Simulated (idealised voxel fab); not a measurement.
You're looking at the process module voxel ribs on slabs.
Section shown: cut. Width: 215 nm. Cell size: 5 nm, square.
A cross-section in this document is a grid of square cells, and it is written down as bands, the top band listed before the ones below it; a band is made up of one or more rows of cells. Band: top height; bottom height; in nm. Then, left to right: material with width in nm, for each material. "throughout": a single material spanning edge to edge. "empty": empty space. Heights are reckoned from 0. Under this level, the received wafer is all of one material. The bottommost band is open-ended downward, for example "z 0 and below". So if you see something like "30->40" for the width, read it as the top row of the band sitting at the first number and the bottom row at the second, with every row in between moving by the same amount as the last. The cross-section has no changed cell in any step marked "remains unaltered". The label "Voids, fully enclosed" introduces a list of the empty spaces, 8 cells or larger, that have no open way up to the top; each entry in it reads width x height at distance, where the distance is taken from the left edge and all three are stated in nm. On each step's line, the part that comes after the settings is the simulator's own comment on the step. "overlay nm" answers the question of how far to the right of plan the mask lay on a step that has a mask, and when it is negative the answer is to the left.
PROCESS STEPS (PLANNED)
- 1: op RECEIVE | material Si
- 2: op DIRECTIONAL_DEP | material SiO2 | thk nm 25
- 3: op DIRECTIONAL_DEP | material SiN | thk nm 25
- 4: op MASKED_ETCH | tone cover | mask id RIB | width nm 30 | etch materials SiN | depth nm 15 | overlay nm 0
- 5: op DIRECTIONAL_DEP | material aC | thk nm 15
- 6: op PATTERN | tone cover | mask id SLAB | material resist | width nm 60 | thk nm 35 | overlay nm 0
- 7: op DIRECTIONAL_ETCH | etch materials aC | depth nm 15
- 8: op STRIP | etch materials resist
- 9: op DIRECTIONAL_ETCH | etch materials SiN | depth nm 10
- 10: op STRIP | etch materials aC
- 11: op FILL_DEP | material SiO2 | thk nm 25
- 12: op CMP | height nm 70
- 13: op DIRECTIONAL_DEP | material W | thk nm 10
- 14: op PATTERN | tone cover | mask id HEATER | material resist | width nm 40 | thk nm 20 | overlay nm 0
- 15: op DIRECTIONAL_ETCH | etch materials W | depth nm 10
- 16: op STRIP | etch materials resist
- 17: op CONFORMAL_DEP | material SiO2 | thk nm 5
THE FIRST OF THE TWO WAFERS, WHICH RAN AS PLANNED
AS RECEIVED, AFTER STEP 1
  z 0 and below  Si throughout
  Voids, fully enclosed: none
TAKE A LOOK AT THE WAFER'S CROSS-SECTION AFTER STEP 2
  z 25 to 0  SiO2 throughout
  Note: structure below 0 unchanged.
TAKE A LOOK AT THE WAFER'S CROSS-SECTION AFTER STEP 3
  z 50 to 25  SiN throughout
  Note: structure below 25 unchanged.
TAKE A LOOK AT THE WAFER'S CROSS-SECTION AFTER STEP 4
  z 50 to 35  90 of empty / 30 of SiN / 95 of empty
  Note: structure below 35 unchanged.
TAKE A LOOK AT THE WAFER'S CROSS-SECTION AFTER STEP 5
  z 65 to 50  90 of empty / 30 of aC / 95 of empty
  z 50 to 35  90 of aC / 30 of SiN / 95 of aC
  Note: structure below 35 unchanged.
TAKE A LOOK AT THE WAFER'S CROSS-SECTION AFTER STEP 6
  z 100 to 65  75 of empty / 60 of resist / 80 of empty
  z 65 to 50  75 of empty / 15 of resist / 30 of aC / 15 of resist / 80 of empty
  Note: structure below 50 unchanged.
TAKE A LOOK AT THE WAFER'S CROSS-SECTION AFTER STEP 7
  z 85 to 65  75 of empty / 60 of resist / 80 of empty
  z 65 to 50  75 of empty / 15 of resist / 30 of aC / 15 of resist / 80 of empty
  z 50 to 35  75 of empty / 15 of aC / 30 of SiN / 15 of aC / 80 of empty
  Note: structure below 35 unchanged.
TAKE A LOOK AT THE WAFER'S CROSS-SECTION AFTER STEP 8
  z 65 to 50  90 of empty / 30 of aC / 95 of empty
  Note: structure below 50 unchanged.
TAKE A LOOK AT THE WAFER'S CROSS-SECTION AFTER STEP 9
  z 65 to 50  90 of empty / 30 of aC / 95 of empty
  z 50 to 35  75 of empty / 15 of aC / 30 of SiN / 15 of aC / 80 of empty
  z 35 to 25  75 of empty / 60 of SiN / 80 of empty
  Note: structure below 25 unchanged.
TAKE A LOOK AT THE WAFER'S CROSS-SECTION AFTER STEP 10
  z 50 to 35  90 of empty / 30 of SiN / 95 of empty
  Note: structure below 35 unchanged.
TAKE A LOOK AT THE WAFER'S CROSS-SECTION AFTER STEP 11
  z 75 to 50  SiO2 throughout
  z 50 to 35  90 of SiO2 / 30 of SiN / 95 of SiO2
  z 35 to 25  75 of SiO2 / 60 of SiN / 80 of SiO2
  Note: structure below 25 unchanged.
TAKE A LOOK AT THE WAFER'S CROSS-SECTION AFTER STEP 12
  z 70 to 50  SiO2 throughout
  Note: structure below 50 unchanged.
TAKE A LOOK AT THE WAFER'S CROSS-SECTION AFTER STEP 13
  z 80 to 70  W throughout
  Note: structure below 70 unchanged.
TAKE A LOOK AT THE WAFER'S CROSS-SECTION AFTER STEP 14
  z 100 to 80  85 of empty / 40 of resist / 90 of empty
  Note: structure below 80 unchanged.
TAKE A LOOK AT THE WAFER'S CROSS-SECTION AFTER STEP 15
  z 100 to 80  85 of empty / 40 of resist / 90 of empty
  z 80 to 70  85 of empty / 40 of W / 90 of empty
  Note: structure below 70 unchanged.
TAKE A LOOK AT THE WAFER'S CROSS-SECTION AFTER STEP 16
  z 80 to 70  85 of empty / 40 of W / 90 of empty
  Note: structure below 70 unchanged.
TAKE A LOOK AT THE WAFER'S CROSS-SECTION AFTER STEP 17
  z 85 to 80  80 of empty / 50 of SiO2 / 85 of empty
  z 80 to 75  80 of empty / 5 of SiO2 / 40 of W / 5 of SiO2 / 85 of empty
  z 75 to 70  85 of SiO2 / 40 of W / 90 of SiO2
  Note: structure below 70 unchanged.
OKAY, SECOND WAFER. NOTHING DIFFERENT AT THE START, NOTHING DIFFERENT IN THE PLAN, JUST ONE MISTAKE SOMEWHERE IN THE RUNNING. AS FAR AS STEP 16, COUNTING THAT STEP, IT'S THE FIRST WAFER ALL OVER AGAIN
CROSS-SECTION OF THE SECOND WAFER CORRESPONDING TO THE PLANNED CONCLUSION OF STEP 17
  z 95 to 85  70 of empty / 70 of SiO2 / 75 of empty
  z 85 to 80  SiO2 throughout
  z 80 to 70  85 of SiO2 / 40 of W / 90 of SiO2
  Note: structure below 70 unchanged.
Deviation from plan: step 17 was not run as planned; what actually ran was op CONFORMAL_DEP | material SiO2 | thk nm 15
Final wafer comparison in cells, second versus first, more or fewer per material: 94 more of SiO2
